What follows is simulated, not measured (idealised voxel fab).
Title: Process Module voxel self aligned contacts
This is section cut - it's 180 nm across, gridded in 5 nm square cells.
A cross-section in this document is a grid of square cells, and it is written down as bands, the top band listed before the ones below it; a band is made up of one or more rows of cells.
For a band, the entry starts with two heights in nm, that of the top and then that of the bottom, and carries on with the band's materials in order from left to right, each alongside its width in nm; the word "all across" beside a single material means it fills the band edge to edge, and "empty" means empty space.
Convention: height 0 is the level below which the wafer, as received, is all one material. The lowest band does not terminate at the bottom but continues downward, represented as "top 0, no bottom".
Note: "30..40" means the width goes from the first number (top row of the band) to the second number (bottom row) in equal steps per row of cells.
When a step is marked "stayed the same", none of the cells in the cross-section changed during that step.
In the "Closed cavity list" entry, you get each enclosed empty space of 8 cells or more, one with no open way to the top, written width x height at distance, distance from the left edge, in nm.
Formally, on a step line, whatever follows the settings is a remark that the simulator itself makes on the step.
The "overlay nm" setting may appear on a step's line; for a step that uses a mask, it gives how far to the right of its planned position the mask lay, and a negative value indicates the left.
### These are the steps we planned for the process
1,RECEIVE (material Si)
2,CONFORMAL_DEP (material SiO2; thk nm 5)
3,DIRECTIONAL_DEP (material polySi; thk nm 20)
4,DIRECTIONAL_DEP (material SiN; thk nm 15)
5,PATTERN (tone cover; mask id GATE; material resist; width nm 30; pitch nm 60; thk nm 20; overlay nm 0)
6,DIRECTIONAL_ETCH (etch materials SiN; depth nm 15)
7,DIRECTIONAL_ETCH (etch materials polySi; depth nm 20)
8,STRIP (etch materials resist)
9,CONFORMAL_DEP (material SiN; thk nm 5)
10,DIRECTIONAL_ETCH (etch materials SiN; depth nm 5)
11,FILL_DEP (material SiO2; thk nm 15)
12,CMP (height nm 50)
13,PATTERN (tone open; mask id CONTACT; material resist; width nm 40; thk nm 15; overlay nm 0)
14,DIRECTIONAL_ETCH (etch materials SiO2; depth nm 50)
15,STRIP (etch materials resist)
16,CONFORMAL_DEP (material TiN; thk nm 5)
17,FILL_DEP (material Ru; thk nm 10)
18,CMP (height nm 50)
19,CONFORMAL_DEP (material SiN; thk nm 5)
### Incoming wafer, cross-sectional view, post step 1
> top 0, no bottom | Si all across
> Closed cavity list: none
### Here's the wafer cut in cross-section after the module, started and planned just like above, except one thing was done wrong in the run
> top 70, bottom 65 | SiN all across
> top 65, bottom 55 | Ru all across
> top 55, bottom 50 | 75 of TiN; 30 of Ru; 75 of TiN
> top 50, bottom 40 | 70 of SiO2; 5..15 of TiN; 30..10 of Ru; 5..15 of TiN; 70 of SiO2
> top 40, bottom 25 | 40 of SiO2; 40 of SiN; 5 of TiN; 10 of Ru; 5 of TiN; 40 of SiN; 40 of SiO2
> top 25, bottom 5 | 40 of SiO2; 5 of SiN; 30 of polySi; 5 of SiN; 5 of TiN; 10 of Ru; 5 of TiN; 5 of SiN; 30 of polySi; 5 of SiN; 40 of SiO2
> top 5, bottom 0 | 80 of SiO2; 20 of TiN; 80 of SiO2
> top 0, no bottom | Si all across
> Closed cavity list: none
So what did we get wrong on this run? no execution of plan step 18; skipped
